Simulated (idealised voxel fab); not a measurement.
process module | voxel capacitor over wiring
The width of the displayed cross-section, cut, is 240 nm; its cells are square, with a size of 5 nm.
Cross-section layout: square cells on a grid; listed as bands, top to bottom; a band spans one or more cell rows. Read a band's entry like this: the first values are the height of its top and the height of its bottom in nm, and what follows is the sequence of materials from left to right, each with its width in nm. Note that "blank" is empty space, and that a single material marked "full width" reaches across the band from edge to edge. We count height from 0. Below that, the starting wafer is all one material. The lowest band never ends at the bottom but goes on down; see "0..down" for how that is written. A two-number width, for instance "30->40", indicates that the width is equal to the first number in the top row of the band and to the second number in the bottom row, and that it changes by a constant amount per row of cells. Where the words "all unchanged" appear for a step, the cross-section shows no cell changed by that step; every cell remained as before. "Closed void table" means: voids of 8 cells or more that are shut off from the top with no open way through. Written width x height at distance, distance from the left edge, in nm. The remark found on a step's line after its settings is issued by the simulator itself and pertains to that step. overlay nm: how far to the right of its planned place the mask lay on this masked step (negative: to the left). Read the rest as pairs. Take the cross-section before one process step, then the cross-section after it, which shows only down to the lowest band that changed. Under the pair, find the step between them and its settings. Bear in mind that pairs may come from different runs of this module on the same starting wafer: link a pair to the pair above it only where its entry headed "Pre-step cross-section" says to.
Pre-step cross-section:
  95..85 = 75 nm blank, 25 nm TiN, 140 nm blank
  85..80 = 75 nm blank, 25 nm HfO2, 40 nm TiN, 100 nm blank
  80..75 = 65 nm blank, 75 nm TiN, 100 nm blank
  75..70 = 65 nm blank, 35 nm TiN, 40 nm HfO2, 100 nm blank
  70..60 = 65 nm TiN, 35 nm Ru, 140 nm TiN
  60..40 = 75 nm lowk, 15 nm Ru, 150 nm lowk
  40..35 = 75 nm SiCN, 15 nm Ru, 150 nm SiCN
  35..15 = 60 nm SiO2, 5 nm TiN, 20 nm Cu, 5 nm TiN, 60 nm SiO2, 5 nm TiN, 20 nm Cu, 5 nm TiN, 60 nm SiO2
  15..10 = 60 nm SiCN, 30 nm TiN, 60 nm SiCN, 30 nm TiN, 60 nm SiCN
  10..0 = SiO2 full width
  0..down = Si full width
  Closed void table: none
After the Step:
  105..95 = 75 nm blank, 25 nm aC, 140 nm blank
  95..90 = 75 nm blank, 25 nm TiN, 40 nm aC, 100 nm blank
  90..85 = 65 nm blank, 10 nm aC, 25 nm TiN, 40 nm aC, 100 nm blank
  85..80 = 65 nm blank, 10 nm aC, 25 nm HfO2, 40 nm TiN, 100 nm blank
  80..75 = 65 nm aC, 75 nm TiN, 100 nm aC
  75..70 = 65 nm aC, 35 nm TiN, 40 nm HfO2, 100 nm aC
  Under the height 70 nothing was changed.
  Closed void table: none
What step was run between the cross-section before it and the cross-section after it, both above? DIRECTIONAL_DEP (material aC; thk nm 10)
Pre-step cross-section: identical to the post-step cross-section of the immediately preceding pair.
After the Step:
  130..105 = 70 nm blank, 75 nm resist, 95 nm blank
  105..95 = 70 nm blank, 5 nm resist, 25 nm aC, 45 nm resist, 95 nm blank
  95..90 = 70 nm blank, 5 nm resist, 25 nm TiN, 40 nm aC, 5 nm resist, 95 nm blank
  90..85 = 65 nm blank, 10 nm aC, 25 nm TiN, 40 nm aC, 5 nm resist, 95 nm blank
  85..80 = 65 nm blank, 10 nm aC, 25 nm HfO2, 40 nm TiN, 5 nm resist, 95 nm blank
  Under the height 80 nothing was changed.
  Closed void table: none
What step was run between the cross-section before it and the cross-section after it, both above? PATTERN (tone cover; mask id LOWER_PLATE; material resist; width nm 75; thk nm 25; overlay nm 0)
Pre-step cross-section: identical to the post-step cross-section of the immediately preceding pair.
After the Step:
  120..105 = 70 nm blank, 75 nm resist, 95 nm blank
  105..95 = 70 nm blank, 5 nm resist, 25 nm aC, 45 nm resist, 95 nm blank
  95..90 = 70 nm blank, 5 nm resist, 25 nm TiN, 40 nm aC, 5 nm resist, 95 nm blank
  90..85 = 70 nm blank, 5 nm aC, 25 nm TiN, 40 nm aC, 5 nm resist, 95 nm blank
  85..80 = 70 nm blank, 5 nm aC, 25 nm HfO2, 40 nm TiN, 5 nm resist, 95 nm blank
  80..75 = 65 nm blank, 75 nm TiN, 5 nm aC, 95 nm blank
  75..70 = 65 nm blank, 35 nm TiN, 40 nm HfO2, 5 nm aC, 95 nm blank
  Under the height 70 nothing was changed.
  Closed void table: none
What step was run between the cross-section before it and the cross-section after it, both above? DIRECTIONAL_ETCH (etch materials aC; depth nm 10)
Pre-step cross-section: identical to the post-step cross-section of the immediately preceding pair.
After the Step:
  105..95 = 75 nm blank, 25 nm aC, 140 nm blank
  95..90 = 75 nm blank, 25 nm TiN, 40 nm aC, 100 nm blank
  90..85 = 70 nm blank, 5 nm aC, 25 nm TiN, 40 nm aC, 100 nm blank
  85..80 = 70 nm blank, 5 nm aC, 25 nm HfO2, 40 nm TiN, 100 nm blank
  Under the height 80 nothing was changed.
  Closed void table: none
What step was run between the cross-section before it and the cross-section after it, both above? STRIP (etch materials resist)
Pre-step cross-section: identical to the post-step cross-section of the immediately preceding pair.
After the Step:
  105..95 = 75 nm blank, 25 nm aC, 140 nm blank
  95..90 = 75 nm blank, 25 nm TiN, 40 nm aC, 100 nm blank
  90..85 = 70 nm blank, 5 nm aC, 25 nm TiN, 40 nm aC, 100 nm blank
  85..80 = 70 nm blank, 5 nm aC, 25 nm HfO2, 40 nm TiN, 100 nm blank
  80..75 = 70 nm blank, 70 nm TiN, 5 nm aC, 95 nm blank
  75..70 = 70 nm blank, 30 nm TiN, 40 nm HfO2, 5 nm aC, 95 nm blank
  70..60 = 65 nm blank, 35 nm Ru, 45 nm TiN, 95 nm blank
  Under the height 60 nothing was changed.
  Closed void table: none
What step was run between the cross-section before it and the cross-section after it, both above? DIRECTIONAL_ETCH (etch materials TiN; depth nm 10)
Pre-step cross-section: identical to the post-step cross-section of the immediately preceding pair.
After the Step:
  95..85 = 75 nm blank, 25 nm TiN, 140 nm blank
  85..80 = 75 nm blank, 25 nm HfO2, 40 nm TiN, 100 nm blank
  80..75 = 70 nm blank, 70 nm TiN, 100 nm blank
  75..70 = 70 nm blank, 30 nm TiN, 40 nm HfO2, 100 nm blank
  Under the height 70 nothing was changed.
  Closed void table: none
What step was run between the cross-section before it and the cross-section after it, both above? STRIP (etch materials aC)
Pre-step cross-section: identical to the post-step cross-section of the immediately preceding pair.
After the Step:
  115..95 = SiO2 full width
  95..85 = 75 nm SiO2, 25 nm TiN, 140 nm SiO2
  85..80 = 75 nm SiO2, 25 nm HfO2, 40 nm TiN, 100 nm SiO2
  80..75 = 70 nm SiO2, 70 nm TiN, 100 nm SiO2
  75..70 = 70 nm SiO2, 30 nm TiN, 40 nm HfO2, 100 nm SiO2
  70..60 = 65 nm SiO2, 35 nm Ru, 45 nm TiN, 95 nm SiO2
  Under the height 60 nothing was changed.
  Closed void table: none
What step was run between the cross-section before it and the cross-section after it, both above? FILL_DEP (material SiO2; thk nm 20)
Pre-step cross-section: identical to the post-step cross-section of the immediately preceding pair.
After the Step:
  100..95 = SiO2 full width
  Under the height 95 nothing was changed.
  Closed void table: none
What step was run between the cross-section before it and the cross-section after it, both above? CMP (height nm 100)
Pre-step cross-section: identical to the post-step cross-section of the immediately preceding pair.
After the Step:
  110..100 = aC full width
  Under the height 100 nothing was changed.
  Closed void table: none
What step was run between the cross-section before it and the cross-section after it, both above? DIRECTIONAL_DEP (material aC; thk nm 10)
Pre-step cross-section: identical to the post-step cross-section of the immediately preceding pair.
After the Step:
  135..110 = 85 nm resist, 15 nm blank, 140 nm resist
  Under the height 110 nothing was changed.
  Closed void table: none
What step was run between the cross-section before it and the cross-section after it, both above? PATTERN (tone open; mask id PLUG_2; material resist; width nm 15; thk nm 25; overlay nm 0)
Pre-step cross-section: identical to the post-step cross-section of the immediately preceding pair.
After the Step:
  125..110 = 85 nm resist, 15 nm blank, 140 nm resist
  110..100 = 85 nm aC, 15 nm blank, 140 nm aC
  Under the height 100 nothing was changed.
  Closed void table: none
What step was run between the cross-section before it and the cross-section after it, both above? DIRECTIONAL_ETCH (etch materials aC; depth nm 10)
Pre-step cross-section: identical to the post-step cross-section of the immediately preceding pair.
After the Step:
  110..100 = 85 nm aC, 15 nm blank, 140 nm aC
  Under the height 100 nothing was changed.
  Closed void table: none
What step was run between the cross-section before it and the cross-section after it, both above? STRIP (etch materials resist)
Pre-step cross-section: identical to the post-step cross-section of the immediately preceding pair.
After the Step:
  110..100 = 85 nm aC, 15 nm blank, 140 nm aC
  100..95 = 85 nm SiO2, 15 nm blank, 140 nm SiO2
  Under the height 95 nothing was changed.
  Closed void table: none
What step was run between the cross-section before it and the cross-section after it, both above? DIRECTIONAL_ETCH (etch materials SiO2; depth nm 15)
Pre-step cross-section: identical to the post-step cross-section of the immediately preceding pair.
After the Step:
  100..95 = 85 nm SiO2, 15 nm blank, 140 nm SiO2
  Under the height 95 nothing was changed.
  Closed void table: none
What step was run between the cross-section before it and the cross-section after it, both above? STRIP (etch materials aC)
Pre-step cross-section: identical to the post-step cross-section of the immediately preceding pair.
After the Step:
  105..100 = 90 nm TiN, 5 nm blank, 145 nm TiN
  100..95 = 85 nm SiO2, 15 nm TiN, 140 nm SiO2
  Under the height 95 nothing was changed.
  Closed void table: none
What step was run between the cross-section before it and the cross-section after it, both above? CONFORMAL_DEP (material TiN; thk nm 5)
Pre-step cross-section: identical to the post-step cross-section of the immediately preceding pair.
After the Step:
  110..105 = Cu full width
  105..100 = 90 nm TiN, 5 nm Cu, 145 nm TiN
  Under the height 100 nothing was changed.
  Closed void table: none
What step was run between the cross-section before it and the cross-section after it, both above? FILL_DEP (material Cu; thk nm 5)
Pre-step cross-section: identical to the post-step cross-section of the immediately preceding pair.
After the Step:
  100..95 = 85 nm SiO2, 15 nm TiN, 140 nm SiO2
  Under the height 95 nothing was changed.
  Closed void table: none
What step was run between the cross-section before it and the cross-section after it, both above? CMP (height nm 100)
Pre-step cross-section: identical to the post-step cross-section of the immediately preceding pair.
After the Step:
  105..100 = SiCN full width
  Under the height 100 nothing was changed.
  Closed void table: none
What step was run between the cross-section before it and the cross-section after it, both above? CONFORMAL_DEP (material SiCN; thk nm 5)
Pre-step cross-section:
  35..15 = 60 nm SiO2, 5 nm TiN, 20 nm Cu, 5 nm TiN, 60 nm SiO2, 5 nm TiN, 20 nm Cu, 5 nm TiN, 60 nm SiO2
  15..10 = 60 nm SiCN, 30 nm TiN, 60 nm SiCN, 30 nm TiN, 60 nm SiCN
  10..0 = SiO2 full width
  0..down = Si full width
  Closed void table: none
After the Step:
  55..35 = lowk full width
  Under the height 35 nothing was changed.
  Closed void table: none
What step was run between the cross-section before it and the cross-section after it, both above? DIRECTIONAL_DEP (material lowk; thk nm 20)
Pre-step cross-section: identical to the post-step cross-section of the immediately preceding pair.
After the Step:
  60..55 = SiCN full width
  Under the height 55 nothing was changed.
  Closed void table: none
What step was run between the cross-section before it and the cross-section after it, both above? CONFORMAL_DEP (material SiCN; thk nm 5)
Pre-step cross-section: identical to the post-step cross-section of the immediately preceding pair.
After the Step:
  70..60 = aC full width
  Under the height 60 nothing was changed.
  Closed void table: none
What step was run between the cross-section before it and the cross-section after it, both above? DIRECTIONAL_DEP (material aC; thk nm 10)
Pre-step cross-section: identical to the post-step cross-section of the immediately preceding pair.
After the Step:
  100..70 = 75 nm resist, 15 nm blank, 150 nm resist
  Under the height 70 nothing was changed.
  Closed void table: none
What step was run between the cross-section before it and the cross-section after it, both above? PATTERN (tone open; mask id PLUG_1; material resist; width nm 15; thk nm 30; overlay nm 0)
Pre-step cross-section: identical to the post-step cross-section of the immediately preceding pair.
After the Step:
  90..70 = 75 nm resist, 15 nm blank, 150 nm resist
  70..60 = 75 nm aC, 15 nm blank, 150 nm aC
  Under the height 60 nothing was changed.
  Closed void table: none
What step was run between the cross-section before it and the cross-section after it, both above? DIRECTIONAL_ETCH (etch materials aC; depth nm 10)
Pre-step cross-section: identical to the post-step cross-section of the immediately preceding pair.
After the Step:
  70..60 = 75 nm aC, 15 nm blank, 150 nm aC
  Under the height 60 nothing was changed.
  Closed void table: none
What step was run between the cross-section before it and the cross-section after it, both above? STRIP (etch materials resist)
Pre-step cross-section: identical to the post-step cross-section of the immediately preceding pair.
After the Step:
  70..60 = 75 nm aC, 15 nm blank, 150 nm aC
  60..55 = 75 nm SiCN, 15 nm blank, 150 nm SiCN
  Under the height 55 nothing was changed.
  Closed void table: none
What step was run between the cross-section before it and the cross-section after it, both above? DIRECTIONAL_ETCH (etch materials SiCN; depth nm 5)
Pre-step cross-section: identical to the post-step cross-section of the immediately preceding pair.
After the Step:
  60..55 = 75 nm SiCN, 15 nm blank, 150 nm SiCN
  Under the height 55 nothing was changed.
  Closed void table: none
What step was run between the cross-section before it and the cross-section after it, both above? STRIP (etch materials aC)
Pre-step cross-section: identical to the post-step cross-section of the immediately preceding pair.
After the Step:
  70..65 = 75 nm TiN, 15 nm blank, 150 nm TiN
  65..60 = TiN full width
  60..55 = 75 nm SiCN, 15 nm TiN, 150 nm SiCN
  Under the height 55 nothing was changed.
  Closed void table: none
What step was run between the cross-section before it and the cross-section after it, both above? DIRECTIONAL_DEP (material TiN; thk nm 10)
Pre-step cross-section: identical to the post-step cross-section of the immediately preceding pair.
After the Step:
  75..70 = 75 nm HfO2, 15 nm blank, 150 nm HfO2
  70..65 = 75 nm TiN, 15 nm HfO2, 150 nm TiN
  Under the height 65 nothing was changed.
  Closed void table: none
What step was run between the cross-section before it and the cross-section after it, both above? DIRECTIONAL_DEP (material HfO2; thk nm 5)
Pre-step cross-section: identical to the post-step cross-section of the immediately preceding pair.
After the Step:
  85..80 = 75 nm TiN, 15 nm blank, 150 nm TiN
  80..75 = TiN full width
  75..70 = 75 nm HfO2, 15 nm TiN, 150 nm HfO2
  Under the height 70 nothing was changed.
  Closed void table: none
What step was run between the cross-section before it and the cross-section after it, both above? DIRECTIONAL_DEP (material TiN; thk nm 10)
Pre-step cross-section: identical to the post-step cross-section of the immediately preceding pair.
After the Step:
  105..85 = 75 nm blank, 65 nm resist, 100 nm blank
  85..80 = 75 nm TiN, 15 nm resist, 150 nm TiN
  Under the height 80 nothing was changed.
  Closed void table: none
What step was run between the cross-section before it and the cross-section after it, both above? PATTERN (tone cover; mask id UPPER_PLATE; material resist; width nm 65; thk nm 20; overlay nm 0)
Pre-step cross-section: identical to the post-step cross-section of the immediately preceding pair.
After the Step:
  105..85 = 75 nm blank, 65 nm resist, 100 nm blank
  85..80 = 75 nm blank, 15 nm resist, 50 nm TiN, 100 nm blank
  80..75 = 75 nm blank, 65 nm TiN, 100 nm blank
  Under the height 75 nothing was changed.
  Closed void table: none
What step was run between the cross-section before it and the cross-section after it, both above? DIRECTIONAL_ETCH (etch materials TiN; depth nm 10)
Pre-step cross-section: identical to the post-step cross-section of the immediately preceding pair.
After the Step:
  105..85 = 75 nm blank, 65 nm resist, 100 nm blank
  85..80 = 75 nm blank, 15 nm resist, 50 nm TiN, 100 nm blank
  80..75 = 75 nm blank, 65 nm TiN, 100 nm blank
  75..70 = 75 nm blank, 15 nm TiN, 50 nm HfO2, 100 nm blank
  Under the height 70 nothing was changed.
  Closed void table: none
What step was run between the cross-section before it and the cross-section after it, both above? DIRECTIONAL_ETCH (etch materials HfO2; depth nm 5)
Pre-step cross-section: identical to the post-step cross-section of the immediately preceding pair.
After the Step:
  85..75 = 90->75 nm blank, 50->65 nm TiN, 100 nm blank
  Under the height 75 nothing was changed.
  Closed void table: none
What step was run between the cross-section before it and the cross-section after it, both above? STRIP (etch materials resist)
Pre-step cross-section: identical to the post-step cross-section of the immediately preceding pair.
After the Step:
  95..85 = 90->75 nm blank, 50->65 nm aC, 100 nm blank
  85..80 = 75 nm blank, 15 nm aC, 50 nm TiN, 100 nm blank
  80..75 = 75 nm aC, 65 nm TiN, 100 nm aC
  75..70 = 75 nm aC, 15 nm TiN, 50 nm HfO2, 100 nm aC
  Under the height 70 nothing was changed.
  Closed void table: none
What step was run between the cross-section before it and the cross-section after it, both above? DIRECTIONAL_DEP (material aC; thk nm 10)
Pre-step cross-section: identical to the post-step cross-section of the immediately preceding pair.
After the Step:
  120..95 = 70 nm blank, 75 nm resist, 95 nm blank
  95..85 = 70 nm blank, 20->5 nm resist, 50->65 nm aC, 5 nm resist, 95 nm blank
  85..80 = 70 nm blank, 5 nm resist, 15 nm aC, 50 nm TiN, 5 nm resist, 95 nm blank
  Under the height 80 nothing was changed.
  Closed void table: none
What step was run between the cross-section before it and the cross-section after it, both above? PATTERN (tone cover; mask id LOWER_PLATE; material resist; width nm 75; thk nm 25; overlay nm 0)
Pre-step cross-section: identical to the post-step cross-section of the immediately preceding pair.
After the Step:
  110..95 = 70 nm blank, 75 nm resist, 95 nm blank
  95..85 = 70 nm blank, 20->5 nm resist, 50->65 nm aC, 5 nm resist, 95 nm blank
  85..80 = 70 nm blank, 5 nm resist, 15 nm aC, 50 nm TiN, 5 nm resist, 95 nm blank
  80..75 = 70 nm blank, 5 nm aC, 65 nm TiN, 5 nm aC, 95 nm blank
  75..70 = 70 nm blank, 5 nm aC, 15 nm TiN, 50 nm HfO2, 5 nm aC, 95 nm blank
  Under the height 70 nothing was changed.
  Closed void table: none
What step was run between the cross-section before it and the cross-section after it, both above? DIRECTIONAL_ETCH (etch materials aC; depth nm 10)
Pre-step cross-section: identical to the post-step cross-section of the immediately preceding pair.
After the Step:
  95..85 = 90->75 nm blank, 50->65 nm aC, 100 nm blank
  85..80 = 75 nm blank, 15 nm aC, 50 nm TiN, 100 nm blank
  Under the height 80 nothing was changed.
  Closed void table: none
What step was run between the cross-section before it and the cross-section after it, both above? STRIP (etch materials resist)
Pre-step cross-section: identical to the post-step cross-section of the immediately preceding pair.
After the Step:
  95..85 = 90->75 nm blank, 50->65 nm aC, 100 nm blank
  85..80 = 75 nm blank, 15 nm aC, 50 nm TiN, 100 nm blank
  80..75 = 70 nm blank, 5 nm aC, 65 nm TiN, 5 nm aC, 95 nm blank
  75..70 = 70 nm blank, 5 nm aC, 15 nm TiN, 50 nm HfO2, 5 nm aC, 95 nm blank
  70..65 = 70 nm blank, 5 nm TiN, 15 nm HfO2, 55 nm TiN, 95 nm blank
  65..60 = 70 nm blank, 75 nm TiN, 95 nm blank
  Under the height 60 nothing was changed.
  Closed void table: none
What step was run between the cross-section before it and the cross-section after it, both above? DIRECTIONAL_ETCH (etch materials TiN; depth nm 10)
Pre-step cross-section: identical to the post-step cross-section of the immediately preceding pair.
After the Step:
  85..75 = 90->75 nm blank, 50->65 nm TiN, 100 nm blank
  75..70 = 75 nm blank, 15 nm TiN, 50 nm HfO2, 100 nm blank
  Under the height 70 nothing was changed.
  Closed void table: none
What step was run between the cross-section before it and the cross-section after it, both above? STRIP (etch materials aC)
Pre-step cross-section: identical to the post-step cross-section of the immediately preceding pair.
After the Step:
  105..85 = SiO2 full width
  85..75 = 90->75 nm SiO2, 50->65 nm TiN, 100 nm SiO2
  75..70 = 75 nm SiO2, 15 nm TiN, 50 nm HfO2, 100 nm SiO2
  70..65 = 70 nm SiO2, 5 nm TiN, 15 nm HfO2, 55 nm TiN, 95 nm SiO2
  65..60 = 70 nm SiO2, 75 nm TiN, 95 nm SiO2
  Under the height 60 nothing was changed.
  Closed void table: none
What step was run between the cross-section before it and the cross-section after it, both above? FILL_DEP (material SiO2; thk nm 20)
Pre-step cross-section: identical to the post-step cross-section of the immediately preceding pair.
After the Step:
  100..85 = SiO2 full width
  Under the height 85 nothing was changed.
  Closed void table: none
What step was run between the cross-section before it and the cross-section after it, both above? CMP (height nm 100)
Pre-step cross-section: identical to the post-step cross-section of the immediately preceding pair.
After the Step:
  110..100 = aC full width
  Under the height 100 nothing was changed.
  Closed void table: none
What step was run between the cross-section before it and the cross-section after it, both above? DIRECTIONAL_DEP (material aC; thk nm 10)
Pre-step cross-section: identical to the post-step cross-section of the immediately preceding pair.
After the Step:
  135..110 = 85 nm resist, 15 nm blank, 140 nm resist
  Under the height 110 nothing was changed.
  Closed void table: none
What step was run between the cross-section before it and the cross-section after it, both above? PATTERN (tone open; mask id PLUG_2; material resist; width nm 15; thk nm 25; overlay nm 0)
Pre-step cross-section: identical to the post-step cross-section of the immediately preceding pair.
After the Step:
  125..110 = 85 nm resist, 15 nm blank, 140 nm resist
  110..100 = 85 nm aC, 15 nm blank, 140 nm aC
  Under the height 100 nothing was changed.
  Closed void table: none
What step was run between the cross-section before it and the cross-section after it, both above? DIRECTIONAL_ETCH (etch materials aC; depth nm 10)
Pre-step cross-section: identical to the post-step cross-section of the immediately preceding pair.
After the Step:
  110..100 = 85 nm aC, 15 nm blank, 140 nm aC
  Under the height 100 nothing was changed.
  Closed void table: none
What step was run between the cross-section before it and the cross-section after it, both above? STRIP (etch materials resist)
Pre-step cross-section: identical to the post-step cross-section of the immediately preceding pair.
After the Step:
  110..100 = 85 nm aC, 15 nm blank, 140 nm aC
  100..85 = 85 nm SiO2, 15 nm blank, 140 nm SiO2
  Under the height 85 nothing was changed.
  Closed void table: none
What step was run between the cross-section before it and the cross-section after it, both above? DIRECTIONAL_ETCH (etch materials SiO2; depth nm 15)
Pre-step cross-section: identical to the post-step cross-section of the immediately preceding pair.
After the Step:
  100..85 = 85 nm SiO2, 15 nm blank, 140 nm SiO2
  Under the height 85 nothing was changed.
  Closed void table: none
What step was run between the cross-section before it and the cross-section after it, both above? STRIP (etch materials aC)
Pre-step cross-section: identical to the post-step cross-section of the immediately preceding pair.
After the Step:
  105..100 = 90 nm TiN, 5 nm blank, 145 nm TiN
  100..90 = 85 nm SiO2, 5 nm TiN, 5 nm blank, 5 nm TiN, 140 nm SiO2
  90..80 = 85->90 nm SiO2, 15->50 nm TiN, 140->100 nm SiO2
  Under the height 80 nothing was changed.
  Closed void table: none
What step was run between the cross-section before it and the cross-section after it, both above? CONFORMAL_DEP (material TiN; thk nm 5)
Pre-step cross-section: identical to the post-step cross-section of the immediately preceding pair.
After the Step:
  110..105 = Cu full width
  105..100 = 90 nm TiN, 5 nm Cu, 145 nm TiN
  100..90 = 85 nm SiO2, 5 nm TiN, 5 nm Cu, 5 nm TiN, 140 nm SiO2
  Under the height 90 nothing was changed.
  Closed void table: none
What step was run between the cross-section before it and the cross-section after it, both above? FILL_DEP (material Cu; thk nm 5)
Pre-step cross-section: identical to the post-step cross-section of the immediately preceding pair.
After the Step:
  100..90 = 85 nm SiO2, 5 nm TiN, 5 nm Cu, 5 nm TiN, 140 nm SiO2
  Under the height 90 nothing was changed.
  Closed void table: none
What step was run between the cross-section before it and the cross-section after it, both above? CMP (height nm 100)
Pre-step cross-section: identical to the post-step cross-section of the immediately preceding pair.
After the Step:
  105..100 = SiCN full width
  Under the height 100 nothing was changed.
  Closed void table: none
What step was run between the cross-section before it and the cross-section after it, both above? CONFORMAL_DEP (material SiCN; thk nm 5)
Pre-step cross-section:
  50..40 = Cu full width
  40..35 = 65 nm TiN, 20 nm Cu, 70 nm TiN, 20 nm Cu, 65 nm TiN
  35..15 = 60 nm SiO2, 5 nm TiN, 20 nm Cu, 5 nm TiN, 60 nm SiO2, 5 nm TiN, 20 nm Cu, 5 nm TiN, 60 nm SiO2
  15..10 = 60 nm SiCN, 30 nm TiN, 60 nm SiCN, 30 nm TiN, 60 nm SiCN
  10..0 = SiO2 full width
  0..down = Si full width
  Closed void table: none
After the Step:
  30..15 = 60 nm SiO2, 5 nm TiN, 20 nm Cu, 5 nm TiN, 60 nm SiO2, 5 nm TiN, 20 nm Cu, 5 nm TiN, 60 nm SiO2
  Under the height 15 nothing was changed.
  Closed void table: none
What step was run between the cross-section before it and the cross-section after it, both above? CMP (height nm 30)
Pre-step cross-section: identical to the post-step cross-section of the immediately preceding pair.
After the Step:
  35..30 = SiCN full width
  Under the height 30 nothing was changed.
  Closed void table: none
What step was run between the cross-section before it and the cross-section after it, both above? CONFORMAL_DEP (material SiCN; thk nm 5)
Pre-step cross-section: identical to the post-step cross-section of the immediately preceding pair.
After the Step:
  55..35 = lowk full width
  Under the height 35 nothing was changed.
  Closed void table: none
What step was run between the cross-section before it and the cross-section after it, both above? DIRECTIONAL_DEP (material lowk; thk nm 20)
Pre-step cross-section: identical to the post-step cross-section of the immediately preceding pair.
After the Step:
  65..55 = aC full width
  Under the height 55 nothing was changed.
  Closed void table: none
What step was run between the cross-section before it and the cross-section after it, both above? DIRECTIONAL_DEP (material aC; thk nm 10)
Pre-step cross-section: identical to the post-step cross-section of the immediately preceding pair.
After the Step:
  95..65 = 75 nm resist, 15 nm blank, 150 nm resist
  Under the height 65 nothing was changed.
  Closed void table: none
What step was run between the cross-section before it and the cross-section after it, both above? PATTERN (tone open; mask id PLUG_1; material resist; width nm 15; thk nm 30; overlay nm 0)
Pre-step cross-section: identical to the post-step cross-section of the immediately preceding pair.
After the Step:
  85..65 = 75 nm resist, 15 nm blank, 150 nm resist
  65..55 = 75 nm aC, 15 nm blank, 150 nm aC
  Under the height 55 nothing was changed.
  Closed void table: none
What step was run between the cross-section before it and the cross-section after it, both above? DIRECTIONAL_ETCH (etch materials aC; depth nm 10)
Pre-step cross-section: identical to the post-step cross-section of the immediately preceding pair.
After the Step:
  65..55 = 75 nm aC, 15 nm blank, 150 nm aC
  Under the height 55 nothing was changed.
  Closed void table: none
What step was run between the cross-section before it and the cross-section after it, both above? STRIP (etch materials resist)
Pre-step cross-section: identical to the post-step cross-section of the immediately preceding pair.
After the Step:
  65..55 = 75 nm aC, 15 nm blank, 150 nm aC
  55..35 = 75 nm lowk, 15 nm blank, 150 nm lowk
  Under the height 35 nothing was changed.
  Closed void table: none
What step was run between the cross-section before it and the cross-section after it, both above? DIRECTIONAL_ETCH (etch materials lowk; depth nm 20)
Pre-step cross-section: identical to the post-step cross-section of the immediately preceding pair.
After the Step:
  65..55 = 75 nm aC, 15 nm blank, 150 nm aC
  55..35 = 75 nm lowk, 15 nm blank, 150 nm lowk
  35..30 = 75 nm SiCN, 15 nm blank, 150 nm SiCN
  Under the height 30 nothing was changed.
  Closed void table: none
What step was run between the cross-section before it and the cross-section after it, both above? DIRECTIONAL_ETCH (etch materials SiCN; depth nm 5)
Pre-step cross-section: identical to the post-step cross-section of the immediately preceding pair.
After the Step:
  55..35 = 75 nm lowk, 15 nm blank, 150 nm lowk
  Under the height 35 nothing was changed.
  Closed void table: none
What step was run between the cross-section before it and the cross-section after it, both above? STRIP (etch materials aC)
Pre-step cross-section: identical to the post-step cross-section of the immediately preceding pair.
After the Step:
  55..40 = 75 nm lowk, 15 nm blank, 150 nm lowk
  40..35 = 75 nm lowk, 15 nm Ru, 150 nm lowk
  35..30 = 75 nm SiCN, 15 nm Ru, 150 nm SiCN
  Under the height 30 nothing was changed.
  Closed void table: none
What step was run between the cross-section before it and the cross-section after it, both above? EPI (material Ru; thk nm 10)
Pre-step cross-section: identical to the post-step cross-section of the immediately preceding pair.
After the Step:
  55..50 = 75 nm lowk, 15 nm blank, 150 nm lowk
  50..35 = 75 nm lowk, 15 nm Ru, 150 nm lowk
  Under the height 35 nothing was changed.
  Closed void table: none
What step was run between the cross-section before it and the cross-section after it, both above? EPI (material Ru; thk nm 10)
Pre-step cross-section: identical to the post-step cross-section of the immediately preceding pair.
After the Step:
  55..35 = 75 nm lowk, 15 nm Ru, 150 nm lowk
  Under the height 35 nothing was changed.
  Closed void table: none
What step was run between the cross-section before it and the cross-section after it, both above? EPI (material Ru; thk nm 5)
Pre-step cross-section: identical to the post-step cross-section of the immediately preceding pair.
After the Step:
  65..55 = TiN full width
  Under the height 55 nothing was changed.
  Closed void table: none
What step was run between the cross-section before it and the cross-section after it, both above? DIRECTIONAL_DEP (material TiN; thk nm 10)
Pre-step cross-section: identical to the post-step cross-section of the immediately preceding pair.
After the Step:
  70..65 = HfO2 full width
  Under the height 65 nothing was changed.
  Closed void table: none
What step was run between the cross-section before it and the cross-section after it, both above? DIRECTIONAL_DEP (material HfO2; thk nm 5)
Pre-step cross-section: identical to the post-step cross-section of the immediately preceding pair.
After the Step:
  80..70 = TiN full width
  Under the height 70 nothing was changed.
  Closed void table: none
What step was run between the cross-section before it and the cross-section after it, both above? DIRECTIONAL_DEP (material TiN; thk nm 10)
Pre-step cross-section: identical to the post-step cross-section of the immediately preceding pair.
After the Step:
  100..80 = 75 nm blank, 65 nm resist, 100 nm blank
  Under the height 80 nothing was changed.
  Closed void table: none
What step was run between the cross-section before it and the cross-section after it, both above? PATTERN (tone cover; mask id UPPER_PLATE; material resist; width nm 65; thk nm 20; overlay nm 0)
Pre-step cross-section: identical to the post-step cross-section of the immediately preceding pair.
After the Step:
  100..80 = 75 nm blank, 65 nm resist, 100 nm blank
  80..70 = 75 nm blank, 65 nm TiN, 100 nm blank
  Under the height 70 nothing was changed.
  Closed void table: none
What step was run between the cross-section before it and the cross-section after it, both above? DIRECTIONAL_ETCH (etch materials TiN; depth nm 10)
Pre-step cross-section: identical to the post-step cross-section of the immediately preceding pair.
After the Step:
  100..80 = 75 nm blank, 65 nm resist, 100 nm blank
  80..70 = 75 nm blank, 65 nm TiN, 100 nm blank
  70..65 = 75 nm blank, 65 nm HfO2, 100 nm blank
  Under the height 65 nothing was changed.
  Closed void table: none
What step was run between the cross-section before it and the cross-section after it, both above? DIRECTIONAL_ETCH (etch materials HfO2; depth nm 5)
Pre-step cross-section: identical to the post-step cross-section of the immediately preceding pair.
After the Step:
  80..70 = 75 nm blank, 65 nm TiN, 100 nm blank
  Under the height 70 nothing was changed.
  Closed void table: none
What step was run between the cross-section before it and the cross-section after it, both above? STRIP (etch materials resist)
Pre-step cross-section: identical to the post-step cross-section of the immediately preceding pair.
After the Step:
  90..80 = 75 nm blank, 65 nm aC, 100 nm blank
  80..75 = 75 nm blank, 65 nm TiN, 100 nm blank
  75..70 = 75 nm aC, 65 nm TiN, 100 nm aC
  70..65 = 75 nm aC, 65 nm HfO2, 100 nm aC
  Under the height 65 nothing was changed.
  Closed void table: none
What step was run between the cross-section before it and the cross-section after it, both above? DIRECTIONAL_DEP (material aC; thk nm 10)
